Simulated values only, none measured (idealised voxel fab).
The following is a process module called voxel self aligned contacts.
Section cut is 255 nm wide and gridded with 5 nm square cells.
Cross-section spec: square-cell grid; bands listed top down; each band is one or more rows.
Read a band's entry like this: the first values are the height of its top and the height of its bottom in nm, and what follows is the sequence of materials from left to right, each with its width in nm. Note that "blank" is empty space, and that a single material marked "full width" reaches across the band from edge to edge.
Counting heights begins at 0, where everything beneath is, in the wafer as received, one material. The lowest band has no bottom; it goes on downwards, as "top 0, no bottom" shows.
Graded width ("30 to 40"): value in top row of band = first number; value in bottom row = second number; row-to-row change constant.
"nothing got changed" after a step means that no cell of the cross-section changed.
"Sealed void list" specifies each empty space that is not open to the top and that occupies no fewer than 8 cells, using the form width x height at distance, the distance measured from the left edge and all three quantities in nm.
What comes after the settings on a step's line is commentary from the simulator itself on that step.
You can add "overlay nm" to a step's line. For a step with a mask, it describes how far the mask lay to the right of its planned position, and a negative number describes a lay to the left.

## List of planned process steps
1: RECEIVE, material Si
2: OXIDIZE, depth nm 5
3: DIRECTIONAL_DEP, material polySi, thk nm 30
4: DIRECTIONAL_DEP, material SiN, thk nm 25
5: DIRECTIONAL_DEP, material aC, thk nm 10
6: PATTERN, tone cover, mask id GATE, material resist, width nm 30, pitch nm 75, thk nm 30, overlay nm 0
7: DIRECTIONAL_ETCH, etch materials aC, depth nm 10
8: STRIP, etch materials resist
9: DIRECTIONAL_ETCH, etch materials SiN, depth nm 25
10: DIRECTIONAL_ETCH, etch materials polySi, depth nm 30
11: STRIP, etch materials aC
12: CONFORMAL_DEP, material SiN, thk nm 10
13: DIRECTIONAL_ETCH, etch materials SiN, depth nm 10
14: FILL_DEP, material SiO2, thk nm 15
15: CMP, height nm 60
16: MASKED_ETCH, tone open, mask id CONTACT, width nm 55, etch materials SiO2, depth nm 65, overlay nm 0
17: CONFORMAL_DEP, material TiN, thk nm 5
18: FILL_DEP, material W, thk nm 5
19: CMP, height nm 60
20: CONFORMAL_DEP, material SiCN, thk nm 5

## as received, after step 1
> top 0, no bottom: Si full width
> Sealed void list: none

## The following cross-section depicts the wafer upon conclusion of the module. Processing commenced from the starting condition illustrated above and adhered to the plan illustrated above, save for one mistake in execution
> top 65, bottom 60: SiCN full width
> top 60, bottom 55: 110 SiO2  10 TiN  15 W  30 TiN  90 SiO2
> top 55, bottom 30: 65 SiO2  50 SiN  5 TiN  15 W  5 TiN  50 SiN  65 SiO2
> top 30, bottom 0: 65 SiO2  10 SiN  30 polySi  10 SiN  5 TiN  15 W  5 TiN  10 SiN  30 polySi  10 SiN  65 SiO2
> top 0, bottom -5: 115 SiO2  25 TiN  115 SiO2
> top -5, no bottom: Si full width
> Sealed void list: none
Finding, execution versus plan: step 16 off recipe, ran as MASKED_ETCH, tone open, mask id CONTACT, width nm 55, etch materials SiO2, depth nm 65, overlay nm 10
